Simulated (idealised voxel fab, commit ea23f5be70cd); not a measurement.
Documented hereafter: the process module known as voxel capacitor over wiring.
Shown is cross-section cut, with a width of 280 nm and square cells of size 5 nm.
Cross-section spec: square-cell grid; bands listed top down; each band is one or more rows. The entry gives the band's vertical extent as a top height and a bottom height in nm, then its horizontal make-up as materials from left to right, each with a width in nm. "empty" stands for empty space; a single material marked "all across" fills the band edge to edge. We count height from 0. Below that, the starting wafer is all one material. The lowest band never ends at the bottom but goes on down; see "0..down" for how that is written. The notation "30..40" denotes a width that varies across the rows of cells in the band, beginning at the first number in the top row, finishing at the second number in the bottom row, and changing by an identical amount from each row to the next. Step note "nothing was modified" = no cross-section cell changed. "Voids, enclosed": sealed empty spaces, 8 cells or more, no open way to top, listed width x height at distance, with distance from the left edge and width, height and distance in nm. Post-settings text on a step line: simulator's own remark regarding the step. "overlay nm" denotes, for a step that has a mask, the displacement of the mask to the right of its planned place, with negative values corresponding to the left.
**Planned step list for the process**
1 RECEIVE with material Si
2 CONFORMAL_DEP with material SiO2, thk nm 15
3 DIRECTIONAL_DEP with material TiN, thk nm 5
4 DIRECTIONAL_DEP with material W, thk nm 15
5 PATTERN with tone cover, mask id METAL_1, material resist, width nm 30, pitch nm 100, thk nm 20, overlay nm 0
6 DIRECTIONAL_ETCH with etch materials W, depth nm 15
7 DIRECTIONAL_ETCH with etch materials TiN, depth nm 5
8 STRIP with etch materials resist
9 FILL_DEP with material lowk, thk nm 5
10 CMP with height nm 35
11 CONFORMAL_DEP with material SiCN, thk nm 5
12 DIRECTIONAL_DEP with material lowk, thk nm 20
13 DIRECTIONAL_DEP with material aC, thk nm 10
14 PATTERN with tone open, mask id PLUG_1, material resist, width nm 15, thk nm 30, overlay nm 0
15 DIRECTIONAL_ETCH with etch materials aC, depth nm 10
16 STRIP with etch materials resist
17 DIRECTIONAL_ETCH with etch materials lowk, depth nm 20
18 DIRECTIONAL_ETCH with etch materials SiCN, depth nm 5
19 STRIP with etch materials aC
20 EPI with material Ru, thk nm 10
21 EPI with material Ru, thk nm 10
22 EPI with material Ru, thk nm 5
23 DIRECTIONAL_DEP with material TiN, thk nm 5
24 DIRECTIONAL_DEP with material HfO2, thk nm 5
25 DIRECTIONAL_DEP with material TiN, thk nm 10
26 MASKED_ETCH with tone cover, mask id UPPER_PLATE, width nm 75, etch materials TiN, depth nm 10, overlay nm 0
27 MASKED_ETCH with tone cover, mask id UPPER_PLATE, width nm 75, etch materials HfO2, depth nm 5, overlay nm 0
28 DIRECTIONAL_DEP with material aC, thk nm 10
29 PATTERN with tone cover, mask id LOWER_PLATE, material resist, width nm 85, thk nm 30, overlay nm 0
30 DIRECTIONAL_ETCH with etch materials aC, depth nm 10
31 STRIP with etch materials resist
32 DIRECTIONAL_ETCH with etch materials TiN, depth nm 5
33 STRIP with etch materials aC
34 FILL_DEP with material SiO2, thk nm 20
35 CMP with height nm 95
36 DIRECTIONAL_DEP with material aC, thk nm 15
37 PATTERN with tone open, mask id PLUG_2, material resist, width nm 15, thk nm 30, overlay nm 0
38 DIRECTIONAL_ETCH with etch materials aC, depth nm 15
39 STRIP with etch materials resist
40 DIRECTIONAL_ETCH with etch materials SiO2, depth nm 15
41 STRIP with etch materials aC
42 CONFORMAL_DEP with material TiN, thk nm 5
43 FILL_DEP with material Ru, thk nm 5
44 CMP with height nm 95
45 CONFORMAL_DEP with material SiCN, thk nm 5
**as received, after step 1**
- 0..down: Si all across
- Voids, enclosed: none
**The following cross-section depicts the wafer upon conclusion of the module. Processing commenced from the starting condition illustrated above and adhered to the plan illustrated above, save for one mistake in execution**
- 100..95: SiCN all across
- 95..85: 100 of SiO2, 5 of TiN, 5 of Ru, 5 of TiN, 165 of SiO2
- 85..80: 100 of SiO2, 15 of TiN, 165 of SiO2
- 80..70: 90 of SiO2, 75 of TiN, 115 of SiO2
- 70..65: 90 of SiO2, 75 of HfO2, 115 of SiO2
- 65..60: 90 of SiO2, 75 of TiN, 115 of SiO2
- 60..40: 90 of lowk, 15 of Ru, 175 of lowk
- 40..35: 90 of SiCN, 15 of Ru, 175 of SiCN
- 35..20: 75 of lowk, 30 of W, 70 of lowk, 30 of W, 75 of lowk
- 20..15: 75 of lowk, 30 of TiN, 70 of lowk, 30 of TiN, 75 of lowk
- 15..0: SiO2 all across
- 0..down: Si all across
- Voids, enclosed: none
Against the plan, the run slipped here: step 29 was run on a setting that differed from the plan, and what really ran there is PATTERN with tone cover, mask id LOWER_PLATE, material resist, width nm 75, thk nm 30, overlay nm 0
